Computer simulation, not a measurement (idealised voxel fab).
This section sets out a process module, namely voxel wiring stack.
cross-section cut | 175 nm wide | cells 5 nm
Square cells in a grid make up a cross-section in this document, and the grid is given as bands, listed from the top down, each one or more rows of cells.
Per band: top height and bottom height in nm, followed by the left-to-right materials and their widths in nm; "edge to edge" marks a single material spanning edge to edge, "empty" marks empty space.
Beneath 0, the wafer as received is one material, and that level is where height counting begins. The lowest band goes on downward without a bottom; it is written like "0 nm and below".
The two numbers in a width such as "30..40" mark its ends across the band: the first belongs to the top row of cells, the second to the bottom row, and from each row to the next the width moves by the same amount.
A step reported as "nothing got changed" is a step in which no cell of the cross-section changed.
Voids not open to the top, 8 cells minimum: see "Closed empty spaces". Written width x height at distance; distance is from the left edge; nm.
Heads up: the bit after the settings on a step's line is the simulator's remark on that step.
If you see "overlay nm" on a step's line and that step has a mask, it's telling you how far right of where it was planned the mask ended up; a negative number means it went left instead.
HERE'S WHAT THE PLANNED PROCESS STEPS LOOK LIKE
step 1: RECEIVE: material Si
step 2: CONFORMAL_DEP: material SiO2, thk nm 10
step 3: DIRECTIONAL_DEP: material TiN, thk nm 5
step 4: DIRECTIONAL_DEP: material W, thk nm 15
step 5: PATTERN: tone cover, mask id METAL_1, material resist, width nm 30, pitch nm 55, thk nm 15, overlay nm 0
step 6: DIRECTIONAL_ETCH: etch materials W, depth nm 15
step 7: DIRECTIONAL_ETCH: etch materials TiN, depth nm 5
step 8: STRIP: etch materials resist
step 9: FILL_DEP: material lowk, thk nm 5
step 10: CMP: height nm 30
step 11: CONFORMAL_DEP: material SiCN, thk nm 5
step 12: DIRECTIONAL_DEP: material SiO2, thk nm 35
step 13: PATTERN: tone open, mask id METAL_2, material resist, width nm 30, pitch nm 55, thk nm 20, overlay nm 0
step 14: DIRECTIONAL_ETCH: etch materials SiO2, depth nm 20
step 15: STRIP: etch materials resist
step 16: PATTERN: tone open, mask id METAL_2_HOLES, material resist, width nm 15, pitch nm 55, thk nm 20, overlay nm 0
step 17: DIRECTIONAL_ETCH: etch materials SiO2, depth nm 15
step 18: DIRECTIONAL_ETCH: etch materials SiCN, depth nm 5
step 19: STRIP: etch materials resist
step 20: CONFORMAL_DEP: material TiN, thk nm 5
step 21: FILL_DEP: material Cu, thk nm 5
step 22: CMP: height nm 70
step 23: CONFORMAL_DEP: material SiCN, thk nm 5
Across this set of wafers, the varied parameter is the thk nm of step 23. Starting conditions are identical for every wafer, and the plan reports the value assigned to the first wafer.
SECTIONAL VIEW: FIRST OF SEVERAL WAFERS, AS RECEIVED, AFTER STEP 1
> 0 nm and below | Si edge to edge
> Closed empty spaces: none
GAINED (+) OR LOST (-) CELLS OF EACH MATERIAL SINCE RECEIPT, THEN CLOSED VOIDS: ONE ROW PER WAFER, AT THE END OF THE MODULE
thk nm 5; +48 Cu; +61 SiCN; +216 SiO2; +78 TiN; +54 W; +68 lowk; Closed empty spaces: none
thk nm 10; +48 Cu; +96 SiCN; +216 SiO2; +78 TiN; +54 W; +68 lowk; Closed empty spaces: none
thk nm 15; +48 Cu; +131 SiCN; +216 SiO2; +78 TiN; +54 W; +68 lowk; Closed empty spaces: none
thk nm 20; +48 Cu; +166 SiCN; +216 SiO2; +78 TiN; +54 W; +68 lowk; Closed empty spaces: none
